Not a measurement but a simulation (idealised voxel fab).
Process module under the name voxel double patterning
It is cross-section cut that appears here, measuring 240 nm in width, its square cells being 5 nm in size.
A cross-section is written here as square cells arranged in a grid, and it is given in bands from the top down, each band taking up one or more rows of cells. Read a band's entry like this: the first values are the height of its top and the height of its bottom in nm, and what follows is the sequence of materials from left to right, each with its width in nm. Note that "empty" is empty space, and that a single material marked "full width" reaches across the band from edge to edge. Height is counted from the level 0, under which the received wafer is composed throughout of one material. The lowest of the bands is not closed at the bottom but continues downward, in the notation "from 0 down". Per-row width for "30->40": begins at first number (top row of band), ends at second number (bottom row), increment between rows held constant. It should be understood that the words "no modifications", when stated for a given step, signify that the cross-section underwent no change in any of its cells during that step. Listed in "Sealed void inventory": every empty space of 8 or more cells without an open way to the top. Form: width x height at distance, the distance being from the left edge, all in nm. Anything after a step's settings on that line? It's the simulator's own note about the step. overlay nm: how far to the right of its planned place the mask lay on this masked step (negative: to the left). Heads up before you read on: it's before/after pairs around one process step each, after side only down to the lowest band that changed, step plus settings under the pair. Pairs can be from different runs of this module, same starting wafer, so only chain a pair onto the one above if its "Ahead of processing" entry says so.
AHEAD OF PROCESSING
    from 0 down = Si full width
    Sealed void inventory: none
STEP RESULT
    from 5 to 0 = SiO2 full width
    All layers under 0 are left as they were.
    Sealed void inventory: none
It is this step that lies between the two cross-sections above: CONFORMAL_DEP with material SiO2, thk nm 5
Ahead of processing: = after-state of the pair above.
STEP RESULT
    from 25 to 5 = TiN full width
    All layers under 5 are left as they were.
    Sealed void inventory: none
It is this step that lies between the two cross-sections above: DIRECTIONAL_DEP with material TiN, thk nm 20
Ahead of processing: = after-state of the pair above.
STEP RESULT
    from 35 to 25 = SiN full width
    All layers under 25 are left as they were.
    Sealed void inventory: none
It is this step that lies between the two cross-sections above: DIRECTIONAL_DEP with material SiN, thk nm 10
Ahead of processing: = after-state of the pair above.
STEP RESULT
    from 50 to 35 = resist 85 nm | empty 15 nm | resist 35 nm | empty 15 nm | resist 90 nm
    All layers under 35 are left as they were.
    Sealed void inventory: none
It is this step that lies between the two cross-sections above: PATTERN with tone open, mask id FIRST, material resist, width nm 15, pitch nm 50, thk nm 15, overlay nm 0
Ahead of processing: = after-state of the pair above.
STEP RESULT
    from 50 to 35 = resist 85 nm | empty 15 nm | resist 35 nm | empty 15 nm | resist 90 nm
    from 35 to 25 = SiN 85 nm | empty 15 nm | SiN 35 nm | empty 15 nm | SiN 90 nm
    All layers under 25 are left as they were.
    Sealed void inventory: none
It is this step that lies between the two cross-sections above: DIRECTIONAL_ETCH with etch materials SiN, depth nm 10
Ahead of processing: = after-state of the pair above.
STEP RESULT
    from 35 to 25 = SiN 85 nm | empty 15 nm | SiN 35 nm | empty 15 nm | SiN 90 nm
    All layers under 25 are left as they were.
    Sealed void inventory: none
It is this step that lies between the two cross-sections above: STRIP with etch materials resist
Ahead of processing: = after-state of the pair above.
STEP RESULT
    from 50 to 35 = resist 110 nm | empty 15 nm | resist 115 nm
    from 35 to 25 = SiN 85 nm | resist 15 nm | SiN 35 nm | resist 15 nm | SiN 90 nm
    All layers under 25 are left as they were.
    Sealed void inventory: none
It is this step that lies between the two cross-sections above: PATTERN with tone open, mask id SECOND, material resist, width nm 15, thk nm 15, overlay nm 0
Ahead of processing: = after-state of the pair above.
STEP RESULT
    from 50 to 35 = resist 110 nm | empty 15 nm | resist 115 nm
    from 35 to 25 = SiN 85 nm | resist 15 nm | SiN 10 nm | empty 15 nm | SiN 10 nm | resist 15 nm | SiN 90 nm
    All layers under 25 are left as they were.
    Sealed void inventory: none
It is this step that lies between the two cross-sections above: DIRECTIONAL_ETCH with etch materials SiN, depth nm 10
Ahead of processing: = after-state of the pair above.
STEP RESULT
    from 35 to 25 = SiN 85 nm | empty 15 nm | SiN 10 nm | empty 15 nm | SiN 10 nm | empty 15 nm | SiN 90 nm
    All layers under 25 are left as they were.
    Sealed void inventory: none
It is this step that lies between the two cross-sections above: STRIP with etch materials resist
Ahead of processing: = after-state of the pair above.
STEP RESULT
    from 35 to 25 = SiN 85 nm | empty 15 nm | SiN 10 nm | empty 15 nm | SiN 10 nm | empty 15 nm | SiN 90 nm
    from 25 to 5 = TiN 85 nm | empty 15 nm | TiN 10 nm | empty 15 nm | TiN 10 nm | empty 15 nm | TiN 90 nm
    All layers under 5 are left as they were.
    Sealed void inventory: none
It is this step that lies between the two cross-sections above: DIRECTIONAL_ETCH with etch materials TiN, depth nm 20
Ahead of processing: = after-state of the pair above.
STEP RESULT
    from 25 to 5 = TiN 85 nm | empty 15 nm | TiN 10 nm | empty 15 nm | TiN 10 nm | empty 15 nm | TiN 90 nm
    All layers under 5 are left as they were.
    Sealed void inventory: none
It is this step that lies between the two cross-sections above: STRIP with etch materials SiN
AHEAD OF PROCESSING
    from 0 down = Si full width
    Sealed void inventory: none
STEP RESULT
    from 20 to 0 = TiN full width
    All layers under 0 are left as they were.
    Sealed void inventory: none
It is this step that lies between the two cross-sections above: DIRECTIONAL_DEP with material TiN, thk nm 20
Ahead of processing: = after-state of the pair above.
STEP RESULT
    from 30 to 20 = SiN full width
    All layers under 20 are left as they were.
    Sealed void inventory: none
It is this step that lies between the two cross-sections above: DIRECTIONAL_DEP with material SiN, thk nm 10
Ahead of processing: = after-state of the pair above.
STEP RESULT
    from 45 to 30 = resist 85 nm | empty 15 nm | resist 35 nm | empty 15 nm | resist 90 nm
    All layers under 30 are left as they were.
    Sealed void inventory: none
It is this step that lies between the two cross-sections above: PATTERN with tone open, mask id FIRST, material resist, width nm 15, pitch nm 50, thk nm 15, overlay nm 0
Ahead of processing: = after-state of the pair above.
STEP RESULT
    from 45 to 30 = resist 85 nm | empty 15 nm | resist 35 nm | empty 15 nm | resist 90 nm
    from 30 to 20 = SiN 85 nm | empty 15 nm | SiN 35 nm | empty 15 nm | SiN 90 nm
    All layers under 20 are left as they were.
    Sealed void inventory: none
It is this step that lies between the two cross-sections above: DIRECTIONAL_ETCH with etch materials SiN, depth nm 10
Ahead of processing: = after-state of the pair above.
STEP RESULT
    from 30 to 20 = SiN 85 nm | empty 15 nm | SiN 35 nm | empty 15 nm | SiN 90 nm
    All layers under 20 are left as they were.
    Sealed void inventory: none
It is this step that lies between the two cross-sections above: STRIP with etch materials resist
Ahead of processing: = after-state of the pair above.
STEP RESULT
    from 45 to 30 = resist 110 nm | empty 15 nm | resist 115 nm
    from 30 to 20 = SiN 85 nm | resist 15 nm | SiN 35 nm | resist 15 nm | SiN 90 nm
    All layers under 20 are left as they were.
    Sealed void inventory: none
It is this step that lies between the two cross-sections above: PATTERN with tone open, mask id SECOND, material resist, width nm 15, thk nm 15, overlay nm 0
Ahead of processing: = after-state of the pair above.
STEP RESULT
    from 45 to 30 = resist 110 nm | empty 15 nm | resist 115 nm
    from 30 to 20 = SiN 85 nm | resist 15 nm | SiN 10 nm | empty 15 nm | SiN 10 nm | resist 15 nm | SiN 90 nm
    All layers under 20 are left as they were.
    Sealed void inventory: none
It is this step that lies between the two cross-sections above: DIRECTIONAL_ETCH with etch materials SiN, depth nm 10
Ahead of processing: = after-state of the pair above.
STEP RESULT
    from 30 to 20 = SiN 85 nm | empty 15 nm | SiN 10 nm | empty 15 nm | SiN 10 nm | empty 15 nm | SiN 90 nm
    All layers under 20 are left as they were.
    Sealed void inventory: none
It is this step that lies between the two cross-sections above: STRIP with etch materials resist
Ahead of processing: = after-state of the pair above.
STEP RESULT
    from 30 to 20 = SiN 85 nm | empty 15 nm | SiN 10 nm | empty 15 nm | SiN 10 nm | empty 15 nm | SiN 90 nm
    from 20 to 0 = TiN 85 nm | empty 15 nm | TiN 10 nm | empty 15 nm | TiN 10 nm | empty 15 nm | TiN 90 nm
    All layers under 0 are left as they were.
    Sealed void inventory: none
It is this step that lies between the two cross-sections above: DIRECTIONAL_ETCH with etch materials TiN, depth nm 20
Ahead of processing: = after-state of the pair above.
STEP RESULT
    from 20 to 0 = TiN 85 nm | empty 15 nm | TiN 10 nm | empty 15 nm | TiN 10 nm | empty 15 nm | TiN 90 nm
    All layers under 0 are left as they were.
    Sealed void inventory: none
It is this step that lies between the two cross-sections above: STRIP with etch materials SiN
AHEAD OF PROCESSING
    from 25 to 5 = TiN full width
    from 5 to 0 = SiO2 full width
    from 0 down = Si full width
    Sealed void inventory: none
STEP RESULT
    from 45 to 5 = TiN full width
    All layers under 5 are left as they were.
    Sealed void inventory: none
It is this step that lies between the two cross-sections above: DIRECTIONAL_DEP with material TiN, thk nm 20
Ahead of processing: = after-state of the pair above.
STEP RESULT
    from 55 to 45 = SiN full width
    All layers under 45 are left as they were.
    Sealed void inventory: none
It is this step that lies between the two cross-sections above: DIRECTIONAL_DEP with material SiN, thk nm 10
Ahead of processing: = after-state of the pair above.
STEP RESULT
    from 70 to 55 = resist 85 nm | empty 15 nm | resist 35 nm | empty 15 nm | resist 90 nm
    All layers under 55 are left as they were.
    Sealed void inventory: none
It is this step that lies between the two cross-sections above: PATTERN with tone open, mask id FIRST, material resist, width nm 15, pitch nm 50, thk nm 15, overlay nm 0
Ahead of processing: = after-state of the pair above.
STEP RESULT
    from 70 to 55 = resist 85 nm | empty 15 nm | resist 35 nm | empty 15 nm | resist 90 nm
    from 55 to 45 = SiN 85 nm | empty 15 nm | SiN 35 nm | empty 15 nm | SiN 90 nm
    All layers under 45 are left as they were.
    Sealed void inventory: none
It is this step that lies between the two cross-sections above: DIRECTIONAL_ETCH with etch materials SiN, depth nm 10
Ahead of processing: = after-state of the pair above.
STEP RESULT
    from 55 to 45 = SiN 85 nm | empty 15 nm | SiN 35 nm | empty 15 nm | SiN 90 nm
    All layers under 45 are left as they were.
    Sealed void inventory: none
It is this step that lies between the two cross-sections above: STRIP with etch materials resist
Ahead of processing: = after-state of the pair above.
STEP RESULT
    from 70 to 55 = resist 110 nm | empty 15 nm | resist 115 nm
    from 55 to 45 = SiN 85 nm | resist 15 nm | SiN 35 nm | resist 15 nm | SiN 90 nm
    All layers under 45 are left as they were.
    Sealed void inventory: none
It is this step that lies between the two cross-sections above: PATTERN with tone open, mask id SECOND, material resist, width nm 15, thk nm 15, overlay nm 0
Ahead of processing: = after-state of the pair above.
STEP RESULT
    from 70 to 55 = resist 110 nm | empty 15 nm | resist 115 nm
    from 55 to 45 = SiN 85 nm | resist 15 nm | SiN 10 nm | empty 15 nm | SiN 10 nm | resist 15 nm | SiN 90 nm
    All layers under 45 are left as they were.
    Sealed void inventory: none
It is this step that lies between the two cross-sections above: DIRECTIONAL_ETCH with etch materials SiN, depth nm 10
Ahead of processing: = after-state of the pair above.
STEP RESULT
    from 55 to 45 = SiN 85 nm | empty 15 nm | SiN 10 nm | empty 15 nm | SiN 10 nm | empty 15 nm | SiN 90 nm
    All layers under 45 are left as they were.
    Sealed void inventory: none
It is this step that lies between the two cross-sections above: STRIP with etch materials resist
Ahead of processing: = after-state of the pair above.
STEP RESULT
    from 55 to 45 = SiN 85 nm | empty 15 nm | SiN 10 nm | empty 15 nm | SiN 10 nm | empty 15 nm | SiN 90 nm
    from 45 to 25 = TiN 85 nm | empty 15 nm | TiN 10 nm | empty 15 nm | TiN 10 nm | empty 15 nm | TiN 90 nm
    All layers under 25 are left as they were.
    Sealed void inventory: none
It is this step that lies between the two cross-sections above: DIRECTIONAL_ETCH with etch materials TiN, depth nm 20
Ahead of processing: = after-state of the pair above.
STEP RESULT
    from 45 to 25 = TiN 85 nm | empty 15 nm | TiN 10 nm | empty 15 nm | TiN 10 nm | empty 15 nm | TiN 90 nm
    All layers under 25 are left as they were.
    Sealed void inventory: none
It is this step that lies between the two cross-sections above: STRIP with etch materials SiN
AHEAD OF PROCESSING
    from 20 to 0 = TiN full width
    from 0 down = Si full width
    Sealed void inventory: none
STEP RESULT
    from 25 to 20 = SiO2 full width
    All layers under 20 are left as they were.
    Sealed void inventory: none
It is this step that lies between the two cross-sections above: CONFORMAL_DEP with material SiO2, thk nm 5
Ahead of processing: = after-state of the pair above.
STEP RESULT
    from 35 to 25 = SiN full width
    All layers under 25 are left as they were.
    Sealed void inventory: none
It is this step that lies between the two cross-sections above: DIRECTIONAL_DEP with material SiN, thk nm 10
Ahead of processing: = after-state of the pair above.
STEP RESULT
    from 50 to 35 = resist 85 nm | empty 15 nm | resist 35 nm | empty 15 nm | resist 90 nm
    All layers under 35 are left as they were.
    Sealed void inventory: none
It is this step that lies between the two cross-sections above: PATTERN with tone open, mask id FIRST, material resist, width nm 15, pitch nm 50, thk nm 15, overlay nm 0
Ahead of processing: = after-state of the pair above.
STEP RESULT
    from 50 to 35 = resist 85 nm | empty 15 nm | resist 35 nm | empty 15 nm | resist 90 nm
    from 35 to 25 = SiN 85 nm | empty 15 nm | SiN 35 nm | empty 15 nm | SiN 90 nm
    All layers under 25 are left as they were.
    Sealed void inventory: none
It is this step that lies between the two cross-sections above: DIRECTIONAL_ETCH with etch materials SiN, depth nm 10
Ahead of processing: = after-state of the pair above.
STEP RESULT
    from 35 to 25 = SiN 85 nm | empty 15 nm | SiN 35 nm | empty 15 nm | SiN 90 nm
    All layers under 25 are left as they were.
    Sealed void inventory: none
It is this step that lies between the two cross-sections above: STRIP with etch materials resist
Ahead of processing: = after-state of the pair above.
STEP RESULT
    from 50 to 35 = resist 110 nm | empty 15 nm | resist 115 nm
    from 35 to 25 = SiN 85 nm | resist 15 nm | SiN 35 nm | resist 15 nm | SiN 90 nm
    All layers under 25 are left as they were.
    Sealed void inventory: none
It is this step that lies between the two cross-sections above: PATTERN with tone open, mask id SECOND, material resist, width nm 15, thk nm 15, overlay nm 0
Ahead of processing: = after-state of the pair above.
STEP RESULT
    from 50 to 35 = resist 110 nm | empty 15 nm | resist 115 nm
    from 35 to 25 = SiN 85 nm | resist 15 nm | SiN 10 nm | empty 15 nm | SiN 10 nm | resist 15 nm | SiN 90 nm
    All layers under 25 are left as they were.
    Sealed void inventory: none
It is this step that lies between the two cross-sections above: DIRECTIONAL_ETCH with etch materials SiN, depth nm 10
Ahead of processing: = after-state of the pair above.
STEP RESULT
    from 35 to 25 = SiN 85 nm | empty 15 nm | SiN 10 nm | empty 15 nm | SiN 10 nm | empty 15 nm | SiN 90 nm
    All layers under 25 are left as they were.
    Sealed void inventory: none
It is this step that lies between the two cross-sections above: STRIP with etch materials resist
Ahead of processing: = after-state of the pair above.
STEP RESULT
    from 25 to 20 = SiO2 full width
    All layers under 20 are left as they were.
    Sealed void inventory: none
It is this step that lies between the two cross-sections above: STRIP with etch materials SiN
AHEAD OF PROCESSING
    from 5 to 0 = SiO2 full width
    from 0 down = Si full width
    Sealed void inventory: none
STEP RESULT
    from 20 to 5 = TiN full width
    All layers under 5 are left as they were.
    Sealed void inventory: none
It is this step that lies between the two cross-sections above: DIRECTIONAL_DEP with material TiN, thk nm 15
Ahead of processing: = after-state of the pair above.
STEP RESULT
    from 30 to 20 = SiN full width
    All layers under 20 are left as they were.
    Sealed void inventory: none
It is this step that lies between the two cross-sections above: DIRECTIONAL_DEP with material SiN, thk nm 10
Ahead of processing: = after-state of the pair above.
STEP RESULT
    from 45 to 30 = resist 85 nm | empty 15 nm | resist 35 nm | empty 15 nm | resist 90 nm
    All layers under 30 are left as they were.
    Sealed void inventory: none
It is this step that lies between the two cross-sections above: PATTERN with tone open, mask id FIRST, material resist, width nm 15, pitch nm 50, thk nm 15, overlay nm 0
Ahead of processing: = after-state of the pair above.
STEP RESULT
    from 45 to 30 = resist 85 nm | empty 15 nm | resist 35 nm | empty 15 nm | resist 90 nm
    from 30 to 20 = SiN 85 nm | empty 15 nm | SiN 35 nm | empty 15 nm | SiN 90 nm
    All layers under 20 are left as they were.
    Sealed void inventory: none
It is this step that lies between the two cross-sections above: DIRECTIONAL_ETCH with etch materials SiN, depth nm 10
Ahead of processing: = after-state of the pair above.
STEP RESULT
    from 30 to 20 = SiN 85 nm | empty 15 nm | SiN 35 nm | empty 15 nm | SiN 90 nm
    All layers under 20 are left as they were.
    Sealed void inventory: none
It is this step that lies between the two cross-sections above: STRIP with etch materials resist
Ahead of processing: = after-state of the pair above.
STEP RESULT
    from 45 to 30 = resist 110 nm | empty 15 nm | resist 115 nm
    from 30 to 20 = SiN 85 nm | resist 15 nm | SiN 35 nm | resist 15 nm | SiN 90 nm
    All layers under 20 are left as they were.
    Sealed void inventory: none
It is this step that lies between the two cross-sections above: PATTERN with tone open, mask id SECOND, material resist, width nm 15, thk nm 15, overlay nm 0
Ahead of processing: = after-state of the pair above.
STEP RESULT
    from 45 to 30 = resist 110 nm | empty 15 nm | resist 115 nm
    from 30 to 20 = SiN 85 nm | resist 15 nm | SiN 10 nm | empty 15 nm | SiN 10 nm | resist 15 nm | SiN 90 nm
    All layers under 20 are left as they were.
    Sealed void inventory: none
It is this step that lies between the two cross-sections above: DIRECTIONAL_ETCH with etch materials SiN, depth nm 10
Ahead of processing: = after-state of the pair above.
STEP RESULT
    from 30 to 20 = SiN 85 nm | empty 15 nm | SiN 10 nm | empty 15 nm | SiN 10 nm | empty 15 nm | SiN 90 nm
    All layers under 20 are left as they were.
    Sealed void inventory: none
It is this step that lies between the two cross-sections above: STRIP with etch materials resist
Ahead of processing: = after-state of the pair above.
STEP RESULT
    from 30 to 20 = SiN 85 nm | empty 15 nm | SiN 10 nm | empty 15 nm | SiN 10 nm | empty 15 nm | SiN 90 nm
    from 20 to 5 = TiN 85 nm | empty 15 nm | TiN 10 nm | empty 15 nm | TiN 10 nm | empty 15 nm | TiN 90 nm
    All layers under 5 are left as they were.
    Sealed void inventory: none
It is this step that lies between the two cross-sections above: DIRECTIONAL_ETCH with etch materials TiN, depth nm 20
Ahead of processing: = after-state of the pair above.
STEP RESULT
    from 20 to 5 = TiN 85 nm | empty 15 nm | TiN 10 nm | empty 15 nm | TiN 10 nm | empty 15 nm | TiN 90 nm
    All layers under 5 are left as they were.
    Sealed void inventory: none
It is this step that lies between the two cross-sections above: STRIP with etch materials SiN
AHEAD OF PROCESSING
    from 35 to 25 = SiN 85 nm | empty 15 nm | SiN 35 nm | empty 15 nm | SiN 90 nm
    from 25 to 5 = TiN full width
    from 5 to 0 = SiO2 full width
    from 0 down = Si full width
    Sealed void inventory: none
STEP RESULT
    from 50 to 35 = resist 110 nm | empty 20 nm | resist 110 nm
    from 35 to 25 = SiN 85 nm | resist 15 nm | SiN 35 nm | resist 15 nm | SiN 90 nm
    All layers under 25 are left as they were.
    Sealed void inventory: none
It is this step that lies between the two cross-sections above: PATTERN with tone open, mask id SECOND, material resist, width nm 20, thk nm 15, overlay nm 0
Ahead of processing: = after-state of the pair above.
STEP RESULT
    from 50 to 35 = resist 110 nm | empty 20 nm | resist 110 nm
    from 35 to 25 = SiN 85 nm | resist 15 nm | SiN 10 nm | empty 20 nm | SiN 5 nm | resist 15 nm | SiN 90 nm
    All layers under 25 are left as they were.
    Sealed void inventory: none
It is this step that lies between the two cross-sections above: DIRECTIONAL_ETCH with etch materials SiN, depth nm 10
Ahead of processing: = after-state of the pair above.
STEP RESULT
    from 35 to 25 = SiN 85 nm | empty 15 nm | SiN 10 nm | empty 20 nm | SiN 5 nm | empty 15 nm | SiN 90 nm
    All layers under 25 are left as they were.
    Sealed void inventory: none
It is this step that lies between the two cross-sections above: STRIP with etch materials resist
Ahead of processing: = after-state of the pair above.
STEP RESULT
    from 35 to 25 = SiN 85 nm | empty 15 nm | SiN 10 nm | empty 20 nm | SiN 5 nm | empty 15 nm | SiN 90 nm
    from 25 to 5 = TiN 85 nm | empty 15 nm | TiN 10 nm | empty 20 nm | TiN 5 nm | empty 15 nm | TiN 90 nm
    All layers under 5 are left as they were.
    Sealed void inventory: none
It is this step that lies between the two cross-sections above: DIRECTIONAL_ETCH with etch materials TiN, depth nm 20
Ahead of processing: = after-state of the pair above.
STEP RESULT
    from 25 to 5 = TiN 85 nm | empty 15 nm | TiN 10 nm | empty 20 nm | TiN 5 nm | empty 15 nm | TiN 90 nm
    All layers under 5 are left as they were.
    Sealed void inventory: none
It is this step that lies between the two cross-sections above: STRIP with etch materials SiN
AHEAD OF PROCESSING
    from 35 to 25 = SiN 85 nm | empty 15 nm | SiN 35 nm | empty 15 nm | SiN 90 nm
    from 25 to 5 = TiN full width
    from 5 to 0 = SiO2 full width
    from 0 down = Si full width
    Sealed void inventory: none
STEP RESULT
    from 50 to 35 = resist 105 nm | empty 15 nm | resist 120 nm
    from 35 to 25 = SiN 85 nm | resist 15 nm | SiN 35 nm | resist 15 nm | SiN 90 nm
    All layers under 25 are left as they were.
    Sealed void inventory: none
It is this step that lies between the two cross-sections above: PATTERN with tone open, mask id SECOND, material resist, width nm 15, thk nm 15, overlay nm -5
Ahead of processing: = after-state of the pair above.
STEP RESULT
    from 50 to 35 = resist 105 nm | empty 15 nm | resist 120 nm
    from 35 to 25 = SiN 85 nm | resist 15 nm | SiN 5 nm | empty 15 nm | SiN 15 nm | resist 15 nm | SiN 90 nm
    All layers under 25 are left as they were.
    Sealed void inventory: none
It is this step that lies between the two cross-sections above: DIRECTIONAL_ETCH with etch materials SiN, depth nm 10
Ahead of processing: = after-state of the pair above.
STEP RESULT
    from 35 to 25 = SiN 85 nm | empty 15 nm | SiN 5 nm | empty 15 nm | SiN 15 nm | empty 15 nm | SiN 90 nm
    All layers under 25 are left as they were.
    Sealed void inventory: none
It is this step that lies between the two cross-sections above: STRIP with etch materials resist
Ahead of processing: = after-state of the pair above.
STEP RESULT
    from 35 to 25 = SiN 85 nm | empty 15 nm | SiN 5 nm | empty 15 nm | SiN 15 nm | empty 15 nm | SiN 90 nm
    from 25 to 5 = TiN 85 nm | empty 15 nm | TiN 5 nm | empty 15 nm | TiN 15 nm | empty 15 nm | TiN 90 nm
    All layers under 5 are left as they were.
    Sealed void inventory: none
It is this step that lies between the two cross-sections above: DIRECTIONAL_ETCH with etch materials TiN, depth nm 20
Ahead of processing: = after-state of the pair above.
STEP RESULT
    from 25 to 5 = TiN 85 nm | empty 15 nm | TiN 5 nm | empty 15 nm | TiN 15 nm | empty 15 nm | TiN 90 nm
    All layers under 5 are left as they were.
    Sealed void inventory: none
It is this step that lies between the two cross-sections above: STRIP with etch materials SiN
AHEAD OF PROCESSING
    from 0 down = Si full width
    Sealed void inventory: none
STEP RESULT
    from 5 to 0 = TiN full width
    All layers under 0 are left as they were.
    Sealed void inventory: none
It is this step that lies between the two cross-sections above: CONFORMAL_DEP with material TiN, thk nm 5
Ahead of processing: = after-state of the pair above.
STEP RESULT
    from 25 to 0 = TiN full width
    All layers under 0 are left as they were.
    Sealed void inventory: none
It is this step that lies between the two cross-sections above: DIRECTIONAL_DEP with material TiN, thk nm 20
Ahead of processing: = after-state of the pair above.
STEP RESULT
    from 35 to 25 = SiN full width
    All layers under 25 are left as they were.
    Sealed void inventory: none
It is this step that lies between the two cross-sections above: DIRECTIONAL_DEP with material SiN, thk nm 10
Ahead of processing: = after-state of the pair above.
STEP RESULT
    from 50 to 35 = resist 85 nm | empty 15 nm | resist 35 nm | empty 15 nm | resist 90 nm
    All layers under 35 are left as they were.
    Sealed void inventory: none
It is this step that lies between the two cross-sections above: PATTERN with tone open, mask id FIRST, material resist, width nm 15, pitch nm 50, thk nm 15, overlay nm 0
Ahead of processing: = after-state of the pair above.
STEP RESULT
    from 50 to 35 = resist 85 nm | empty 15 nm | resist 35 nm | empty 15 nm | resist 90 nm
    from 35 to 25 = SiN 85 nm | empty 15 nm | SiN 35 nm | empty 15 nm | SiN 90 nm
    All layers under 25 are left as they were.
    Sealed void inventory: none
It is this step that lies between the two cross-sections above: DIRECTIONAL_ETCH with etch materials SiN, depth nm 10
Ahead of processing: = after-state of the pair above.
STEP RESULT
    from 35 to 25 = SiN 85 nm | empty 15 nm | SiN 35 nm | empty 15 nm | SiN 90 nm
    All layers under 25 are left as they were.
    Sealed void inventory: none
It is this step that lies between the two cross-sections above: STRIP with etch materials resist
Ahead of processing: = after-state of the pair above.
STEP RESULT
    from 50 to 35 = resist 110 nm | empty 15 nm | resist 115 nm
    from 35 to 25 = SiN 85 nm | resist 15 nm | SiN 35 nm | resist 15 nm | SiN 90 nm
    All layers under 25 are left as they were.
    Sealed void inventory: none
It is this step that lies between the two cross-sections above: PATTERN with tone open, mask id SECOND, material resist, width nm 15, thk nm 15, overlay nm 0
Ahead of processing: = after-state of the pair above.
STEP RESULT
    from 50 to 35 = resist 110 nm | empty 15 nm | resist 115 nm
    from 35 to 25 = SiN 85 nm | resist 15 nm | SiN 10 nm | empty 15 nm | SiN 10 nm | resist 15 nm | SiN 90 nm
    All layers under 25 are left as they were.
    Sealed void inventory: none
It is this step that lies between the two cross-sections above: DIRECTIONAL_ETCH with etch materials SiN, depth nm 10
Ahead of processing: = after-state of the pair above.
STEP RESULT
    from 35 to 25 = SiN 85 nm | empty 15 nm | SiN 10 nm | empty 15 nm | SiN 10 nm | empty 15 nm | SiN 90 nm
    All layers under 25 are left as they were.
    Sealed void inventory: none
It is this step that lies between the two cross-sections above: STRIP with etch materials resist
Ahead of processing: = after-state of the pair above.
STEP RESULT
    from 35 to 25 = SiN 85 nm | empty 15 nm | SiN 10 nm | empty 15 nm | SiN 10 nm | empty 15 nm | SiN 90 nm
    from 25 to 5 = TiN 85 nm | empty 15 nm | TiN 10 nm | empty 15 nm | TiN 10 nm | empty 15 nm | TiN 90 nm
    All layers under 5 are left as they were.
    Sealed void inventory: none
It is this step that lies between the two cross-sections above: DIRECTIONAL_ETCH with etch materials TiN, depth nm 20
Ahead of processing: = after-state of the pair above.
STEP RESULT
    from 25 to 5 = TiN 85 nm | empty 15 nm | TiN 10 nm | empty 15 nm | TiN 10 nm | empty 15 nm | TiN 90 nm
    All layers under 5 are left as they were.
    Sealed void inventory: none
It is this step that lies between the two cross-sections above: STRIP with etch materials SiN
AHEAD OF PROCESSING
    from 35 to 25 = SiN 85 nm | empty 15 nm | SiN 35 nm | empty 15 nm | SiN 90 nm
    from 25 to 5 = TiN full width
    from 5 to 0 = SiO2 full width
    from 0 down = Si full width
    Sealed void inventory: none
STEP RESULT
    from 50 to 35 = empty 110 nm | resist 15 nm | empty 115 nm
    All layers under 35 are left as they were.
    Sealed void inventory: none
It is this step that lies between the two cross-sections above: PATTERN with tone cover, mask id SECOND, material resist, width nm 15, thk nm 15, overlay nm 0
Ahead of processing: = after-state of the pair above.
STEP RESULT
    from 50 to 35 = empty 110 nm | resist 15 nm | empty 115 nm
    from 35 to 25 = empty 110 nm | SiN 15 nm | empty 115 nm
    All layers under 25 are left as they were.
    Sealed void inventory: none
It is this step that lies between the two cross-sections above: DIRECTIONAL_ETCH with etch materials SiN, depth nm 10
Ahead of processing: = after-state of the pair above.
STEP RESULT
    from 35 to 25 = empty 110 nm | SiN 15 nm | empty 115 nm
    All layers under 25 are left as they were.
    Sealed void inventory: none
It is this step that lies between the two cross-sections above: STRIP with etch materials resist
Ahead of processing: = after-state of the pair above.
STEP RESULT
    from 35 to 25 = empty 110 nm | SiN 15 nm | empty 115 nm
    from 25 to 5 = empty 110 nm | TiN 15 nm | empty 115 nm
    All layers under 5 are left as they were.
    Sealed void inventory: none
It is this step that lies between the two cross-sections above: DIRECTIONAL_ETCH with etch materials TiN, depth nm 20
Ahead of processing: = after-state of the pair above.
STEP RESULT
    from 25 to 5 = empty 110 nm | TiN 15 nm | empty 115 nm
    All layers under 5 are left as they were.
    Sealed void inventory: none
It is this step that lies between the two cross-sections above: STRIP with etch materials SiN
